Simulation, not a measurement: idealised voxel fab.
A process module follows: voxel wiring stack.
cross-section cut | 200 nm wide | cells 5 nm
Format of a cross-section: grid, square cells. Given as bands. Order: top down. Band: one or more rows of cells. Band: top and bottom heights (nm) first, top before bottom; then materials from left to right, widths in nm. "throughout" marks a sole material filling the band edge to edge. "air" denotes empty space. We count height from 0. Below that, the starting wafer is all one material. The lowest band never ends at the bottom but goes on down; see "from 0 down" for how that is written. Width "30->40": first value at the band's top row of cells, second value at its bottom row, equal change from row to row. For the purposes of this document, the phrase "no modification" attached to a step denotes that no cell within the cross-section was modified by that step. The entry titled "Trapped cavities" provides the empty spaces that have no open way to the top, restricted to those of 8 cells or more. Each is presented as width x height at distance, the distance being measured from the left edge, with all three in nm. On each step's line, the part that comes after the settings is the simulator's own comment on the step. "overlay nm", when on a step's line for a step with a mask, measures how far to the right of its planned place the mask lay; a negative measure means to the left.
# The following list gives the planned process steps
1,RECEIVE [material Si]
2,CONFORMAL_DEP [material SiO2] [thk nm 15]
3,DIRECTIONAL_DEP [material TiN] [thk nm 5]
4,DIRECTIONAL_DEP [material Ru] [thk nm 15]
5,MASKED_ETCH [tone cover] [mask id METAL_1] [width nm 30] [pitch nm 60] [etch materials Ru] [depth nm 15] [overlay nm 0]
6,MASKED_ETCH [tone cover] [mask id METAL_1] [width nm 30] [pitch nm 60] [etch materials TiN] [depth nm 5] [overlay nm 0]
7,FILL_DEP [material lowk] [thk nm 5]
8,CMP [height nm 35]
9,CONFORMAL_DEP [material SiCN] [thk nm 5]
10,DIRECTIONAL_DEP [material lowk] [thk nm 20]
11,PATTERN [tone open] [mask id PLUG_1] [material resist] [width nm 15] [pitch nm 60] [thk nm 15] [overlay nm 0]
12,DIRECTIONAL_ETCH [etch materials lowk] [depth nm 20]
13,DIRECTIONAL_ETCH [etch materials SiCN] [depth nm 5]
14,STRIP [etch materials resist]
15,CONFORMAL_DEP [material TiN] [thk nm 5]
16,FILL_DEP [material Cu] [thk nm 5]
17,CMP [height nm 60]
18,DIRECTIONAL_DEP [material TiN] [thk nm 5]
19,DIRECTIONAL_DEP [material W] [thk nm 15]
20,PATTERN [tone cover] [mask id METAL_2] [material resist] [width nm 30] [pitch nm 60] [thk nm 20] [overlay nm 0]
21,DIRECTIONAL_ETCH [etch materials W] [depth nm 15]
22,DIRECTIONAL_ETCH [etch materials TiN] [depth nm 5]
23,STRIP [etch materials resist]
24,CONFORMAL_DEP [material SiCN] [thk nm 5]
25,FILL_DEP [material lowk] [thk nm 10]
26,CMP [height nm 80]
27,CONFORMAL_DEP [material SiCN] [thk nm 5]
28,DIRECTIONAL_DEP [material SiO2] [thk nm 20]
29,MASKED_ETCH [tone open] [mask id PLUG_2] [width nm 15] [pitch nm 60] [etch materials SiO2] [depth nm 20] [overlay nm 0]
30,MASKED_ETCH [tone open] [mask id PLUG_2] [width nm 15] [pitch nm 60] [etch materials SiCN] [depth nm 5] [overlay nm 0]
31,EPI [material Ru] [thk nm 10]
32,EPI [material Ru] [thk nm 10]
33,EPI [material Ru] [thk nm 5]
34,DIRECTIONAL_DEP [material TiN] [thk nm 5]
35,DIRECTIONAL_DEP [material W] [thk nm 25]
36,MASKED_ETCH [tone cover] [mask id METAL_3] [width nm 30] [pitch nm 60] [etch materials W] [depth nm 25] [overlay nm 0]
37,MASKED_ETCH [tone cover] [mask id METAL_3] [width nm 30] [pitch nm 60] [etch materials TiN] [depth nm 5] [overlay nm 0]
38,CONFORMAL_DEP [material SiN] [thk nm 5]
39,FILL_DEP [material lowk] [thk nm 10]
40,CMP [height nm 135]
41,CONFORMAL_DEP [material SiN] [thk nm 5]
# First of two wafers, with the run carried out as planned
# Cross-section: wafer on arrival = after step 1
- from 0 down: Si throughout
- Trapped cavities: none
# Cross-section through the wafer, step 2 finished
- from 15 to 0: SiO2 throughout
- Under the height 0 nothing was changed.
# Cross-section through the wafer, step 3 finished
- from 20 to 15: TiN throughout
- Under the height 15 nothing was changed.
# Cross-section through the wafer, step 4 finished
- from 35 to 20: Ru throughout
- Under the height 20 nothing was changed.
# Cross-section through the wafer, step 5 finished
- from 35 to 20: air: 55; Ru: 30; air: 30; Ru: 30; air: 55
- Under the height 20 nothing was changed.
# Cross-section through the wafer, step 6 finished
- from 35 to 20: air: 55; Ru: 30; air: 30; Ru: 30; air: 55
- from 20 to 15: air: 55; TiN: 30; air: 30; TiN: 30; air: 55
- Under the height 15 nothing was changed.
# Cross-section through the wafer, step 7 finished
- from 40 to 35: lowk throughout
- from 35 to 20: lowk: 55; Ru: 30; lowk: 30; Ru: 30; lowk: 55
- from 20 to 15: lowk: 55; TiN: 30; lowk: 30; TiN: 30; lowk: 55
- Under the height 15 nothing was changed.
# Cross-section through the wafer, step 8 finished
- from 35 to 20: lowk: 55; Ru: 30; lowk: 30; Ru: 30; lowk: 55
- Under the height 20 nothing was changed.
# Cross-section through the wafer, step 9 finished
- from 40 to 35: SiCN throughout
- Under the height 35 nothing was changed.
# Cross-section through the wafer, step 10 finished
- from 60 to 40: lowk throughout
- Under the height 40 nothing was changed.
# Cross-section through the wafer, step 11 finished
- from 75 to 60: resist: 55; air: 15; resist: 45; air: 15; resist: 70
- Under the height 60 nothing was changed.
# Cross-section through the wafer, step 12 finished
- from 75 to 60: resist: 55; air: 15; resist: 45; air: 15; resist: 70
- from 60 to 40: lowk: 55; air: 15; lowk: 45; air: 15; lowk: 70
- Under the height 40 nothing was changed.
# Cross-section through the wafer, step 13 finished
- from 75 to 60: resist: 55; air: 15; resist: 45; air: 15; resist: 70
- from 60 to 40: lowk: 55; air: 15; lowk: 45; air: 15; lowk: 70
- from 40 to 35: SiCN: 55; air: 15; SiCN: 45; air: 15; SiCN: 70
- Under the height 35 nothing was changed.
# Cross-section through the wafer, step 14 finished
- from 60 to 40: lowk: 55; air: 15; lowk: 45; air: 15; lowk: 70
- Under the height 40 nothing was changed.
# Cross-section through the wafer, step 15 finished
- from 65 to 60: TiN: 60; air: 5; TiN: 55; air: 5; TiN: 75
- from 60 to 40: lowk: 55; TiN: 5; air: 5; TiN: 5; lowk: 45; TiN: 5; air: 5; TiN: 5; lowk: 70
- from 40 to 35: SiCN: 55; TiN: 15; SiCN: 45; TiN: 15; SiCN: 70
- Under the height 35 nothing was changed.
# Cross-section through the wafer, step 16 finished
- from 70 to 65: Cu throughout
- from 65 to 60: TiN: 60; Cu: 5; TiN: 55; Cu: 5; TiN: 75
- from 60 to 40: lowk: 55; TiN: 5; Cu: 5; TiN: 5; lowk: 45; TiN: 5; Cu: 5; TiN: 5; lowk: 70
- Under the height 40 nothing was changed.
# Cross-section through the wafer, step 17 finished
- from 60 to 40: lowk: 55; TiN: 5; Cu: 5; TiN: 5; lowk: 45; TiN: 5; Cu: 5; TiN: 5; lowk: 70
- Under the height 40 nothing was changed.
# Cross-section through the wafer, step 18 finished
- from 65 to 60: TiN throughout
- Under the height 60 nothing was changed.
# Cross-section through the wafer, step 19 finished
- from 80 to 65: W throughout
- Under the height 65 nothing was changed.
# Cross-section through the wafer, step 20 finished
- from 100 to 80: air: 55; resist: 30; air: 30; resist: 30; air: 55
- Under the height 80 nothing was changed.
# Cross-section through the wafer, step 21 finished
- from 100 to 80: air: 55; resist: 30; air: 30; resist: 30; air: 55
- from 80 to 65: air: 55; W: 30; air: 30; W: 30; air: 55
- Under the height 65 nothing was changed.
# Cross-section through the wafer, step 22 finished
- from 100 to 80: air: 55; resist: 30; air: 30; resist: 30; air: 55
- from 80 to 65: air: 55; W: 30; air: 30; W: 30; air: 55
- from 65 to 60: air: 55; TiN: 30; air: 30; TiN: 30; air: 55
- Under the height 60 nothing was changed.
# Cross-section through the wafer, step 23 finished
- from 80 to 65: air: 55; W: 30; air: 30; W: 30; air: 55
- Under the height 65 nothing was changed.
# Cross-section through the wafer, step 24 finished
- from 85 to 80: air: 50; SiCN: 40; air: 20; SiCN: 40; air: 50
- from 80 to 65: air: 50; SiCN: 5; W: 30; SiCN: 5; air: 20; SiCN: 5; W: 30; SiCN: 5; air: 50
- from 65 to 60: SiCN: 55; TiN: 30; SiCN: 30; TiN: 30; SiCN: 55
- Under the height 60 nothing was changed.
# Cross-section through the wafer, step 25 finished
- from 95 to 85: lowk throughout
- from 85 to 80: lowk: 50; SiCN: 40; lowk: 20; SiCN: 40; lowk: 50
- from 80 to 65: lowk: 50; SiCN: 5; W: 30; SiCN: 5; lowk: 20; SiCN: 5; W: 30; SiCN: 5; lowk: 50
- Under the height 65 nothing was changed.
# Cross-section through the wafer, step 26 finished
- from 80 to 65: lowk: 50; SiCN: 5; W: 30; SiCN: 5; lowk: 20; SiCN: 5; W: 30; SiCN: 5; lowk: 50
- Under the height 65 nothing was changed.
# Cross-section through the wafer, step 27 finished
- from 85 to 80: SiCN throughout
- Under the height 80 nothing was changed.
# Cross-section through the wafer, step 28 finished
- from 105 to 85: SiO2 throughout
- Under the height 85 nothing was changed.
# Cross-section through the wafer, step 29 finished
- from 105 to 85: SiO2: 55; air: 15; SiO2: 45; air: 15; SiO2: 70
- Under the height 85 nothing was changed.
# Cross-section through the wafer, step 30 finished
- from 105 to 85: SiO2: 55; air: 15; SiO2: 45; air: 15; SiO2: 70
- from 85 to 80: SiCN: 55; air: 15; SiCN: 45; air: 15; SiCN: 70
- Under the height 80 nothing was changed.
# Cross-section through the wafer, step 31 finished
- from 105 to 90: SiO2: 55; air: 15; SiO2: 45; air: 15; SiO2: 70
- from 90 to 85: SiO2: 55; Ru: 15; SiO2: 45; Ru: 15; SiO2: 70
- from 85 to 80: SiCN: 55; Ru: 15; SiCN: 45; Ru: 15; SiCN: 70
- Under the height 80 nothing was changed.
# Cross-section through the wafer, step 32 finished
- from 105 to 100: SiO2: 55; air: 15; SiO2: 45; air: 15; SiO2: 70
- from 100 to 85: SiO2: 55; Ru: 15; SiO2: 45; Ru: 15; SiO2: 70
- Under the height 85 nothing was changed.
# Cross-section through the wafer, step 33 finished
- from 105 to 85: SiO2: 55; Ru: 15; SiO2: 45; Ru: 15; SiO2: 70
- Under the height 85 nothing was changed.
# Cross-section through the wafer, step 34 finished
- from 110 to 105: TiN throughout
- Under the height 105 nothing was changed.
# Cross-section through the wafer, step 35 finished
- from 135 to 110: W throughout
- Under the height 110 nothing was changed.
# Cross-section through the wafer, step 36 finished
- from 135 to 110: air: 55; W: 30; air: 30; W: 30; air: 55
- Under the height 110 nothing was changed.
# Cross-section through the wafer, step 37 finished
- from 135 to 110: air: 55; W: 30; air: 30; W: 30; air: 55
- from 110 to 105: air: 55; TiN: 30; air: 30; TiN: 30; air: 55
- Under the height 105 nothing was changed.
# Cross-section through the wafer, step 38 finished
- from 140 to 135: air: 50; SiN: 40; air: 20; SiN: 40; air: 50
- from 135 to 110: air: 50; SiN: 5; W: 30; SiN: 5; air: 20; SiN: 5; W: 30; SiN: 5; air: 50
- from 110 to 105: SiN: 55; TiN: 30; SiN: 30; TiN: 30; SiN: 55
- Under the height 105 nothing was changed.
# Cross-section through the wafer, step 39 finished
- from 150 to 140: lowk throughout
- from 140 to 135: lowk: 50; SiN: 40; lowk: 20; SiN: 40; lowk: 50
- from 135 to 110: lowk: 50; SiN: 5; W: 30; SiN: 5; lowk: 20; SiN: 5; W: 30; SiN: 5; lowk: 50
- Under the height 110 nothing was changed.
# Cross-section through the wafer, step 40 finished
- from 135 to 110: lowk: 50; SiN: 5; W: 30; SiN: 5; lowk: 20; SiN: 5; W: 30; SiN: 5; lowk: 50
- Under the height 110 nothing was changed.
# Cross-section through the wafer, step 41 finished
- from 140 to 135: SiN throughout
- Under the height 135 nothing was changed.
# For the second wafer, take the first wafer's start and plan, then add one mistake made in running it; everything through step 28, that step included, is shared with the first
# Second wafer profile in section, at the moment step 29 of the plan was meant to be complete
- from 105 to 85: air: 55; SiO2: 15; air: 45; SiO2: 15; air: 70
- Under the height 85 nothing was changed.
Second wafer profile in section, at the moment step 30 of the plan was meant to be complete: no modification
Second wafer profile in section, at the moment step 31 of the plan was meant to be complete: no modification
Second wafer profile in section, at the moment step 32 of the plan was meant to be complete: no modification
Second wafer profile in section, at the moment step 33 of the plan was meant to be complete: no modification
# Second wafer profile in section, at the moment step 34 of the plan was meant to be complete
- from 110 to 105: air: 55; TiN: 15; air: 45; TiN: 15; air: 70
- from 105 to 90: air: 55; SiO2: 15; air: 45; SiO2: 15; air: 70
- from 90 to 85: TiN: 55; SiO2: 15; TiN: 45; SiO2: 15; TiN: 70
- Under the height 85 nothing was changed.
# Second wafer profile in section, at the moment step 35 of the plan was meant to be complete
- from 135 to 115: air: 55; W: 15; air: 45; W: 15; air: 70
- from 115 to 110: W throughout
- from 110 to 105: W: 55; TiN: 15; W: 45; TiN: 15; W: 70
- from 105 to 90: W: 55; SiO2: 15; W: 45; SiO2: 15; W: 70
- Under the height 90 nothing was changed.
# Second wafer profile in section, at the moment step 36 of the plan was meant to be complete
- from 135 to 115: air: 55; W: 15; air: 45; W: 15; air: 70
- from 115 to 110: air: 55; W: 30; air: 30; W: 30; air: 55
- from 110 to 105: air: 55; TiN: 15; W: 15; air: 30; TiN: 15; W: 15; air: 55
- from 105 to 90: air: 55; SiO2: 15; W: 15; air: 30; SiO2: 15; W: 15; air: 55
- Under the height 90 nothing was changed.
# Second wafer profile in section, at the moment step 37 of the plan was meant to be complete
- from 135 to 115: air: 55; W: 15; air: 45; W: 15; air: 70
- from 115 to 110: air: 55; W: 30; air: 30; W: 30; air: 55
- from 110 to 105: air: 55; TiN: 15; W: 15; air: 30; TiN: 15; W: 15; air: 55
- from 105 to 90: air: 55; SiO2: 15; W: 15; air: 30; SiO2: 15; W: 15; air: 55
- from 90 to 85: air: 55; SiO2: 15; TiN: 15; air: 30; SiO2: 15; TiN: 15; air: 55
- Under the height 85 nothing was changed.
# Second wafer profile in section, at the moment step 38 of the plan was meant to be complete
- from 140 to 135: air: 50; SiN: 25; air: 35; SiN: 25; air: 65
- from 135 to 120: air: 50; SiN: 5; W: 15; SiN: 5; air: 35; SiN: 5; W: 15; SiN: 5; air: 65
- from 120 to 110: air: 50; SiN: 5; W: 15->30; SiN: 20->5; air: 20; SiN: 5; W: 15->30; SiN: 20->5; air: 50
- from 110 to 105: air: 50; SiN: 5; TiN: 15; W: 15; SiN: 5; air: 20; SiN: 5; TiN: 15; W: 15; SiN: 5; air: 50
- from 105 to 90: air: 50; SiN: 5; SiO2: 15; W: 15; SiN: 5; air: 20; SiN: 5; SiO2: 15; W: 15; SiN: 5; air: 50
- from 90 to 85: SiN: 55; SiO2: 15; TiN: 15; SiN: 30; SiO2: 15; TiN: 15; SiN: 55
- Under the height 85 nothing was changed.
# Second wafer profile in section, at the moment step 39 of the plan was meant to be complete
- from 150 to 140: lowk throughout
- from 140 to 135: lowk: 50; SiN: 25; lowk: 35; SiN: 25; lowk: 65
- from 135 to 120: lowk: 50; SiN: 5; W: 15; SiN: 5; lowk: 35; SiN: 5; W: 15; SiN: 5; lowk: 65
- from 120 to 110: lowk: 50; SiN: 5; W: 15->30; SiN: 20->5; lowk: 20; SiN: 5; W: 15->30; SiN: 20->5; lowk: 50
- from 110 to 105: lowk: 50; SiN: 5; TiN: 15; W: 15; SiN: 5; lowk: 20; SiN: 5; TiN: 15; W: 15; SiN: 5; lowk: 50
- from 105 to 90: lowk: 50; SiN: 5; SiO2: 15; W: 15; SiN: 5; lowk: 20; SiN: 5; SiO2: 15; W: 15; SiN: 5; lowk: 50
- Under the height 90 nothing was changed.
# Second wafer profile in section, at the moment step 40 of the plan was meant to be complete
- from 135 to 120: lowk: 50; SiN: 5; W: 15; SiN: 5; lowk: 35; SiN: 5; W: 15; SiN: 5; lowk: 65
- Under the height 120 nothing was changed.
# Second wafer profile in section, at the moment step 41 of the plan was meant to be complete
- from 140 to 135: SiN throughout
- Under the height 135 nothing was changed.
Finding, execution versus plan: step 29 was run on a setting that differed from the plan, and what really ran there is MASKED_ETCH [tone cover] [mask id PLUG_2] [width nm 15] [pitch nm 60] [etch materials SiO2] [depth nm 20] [overlay nm 0]
Once processing is complete, comparing cell counts shows that the second wafer has more or fewer of certain materials than the first: -30 Ru; +6 SiCN; +22 SiN; -112 SiO2; +114 lowk
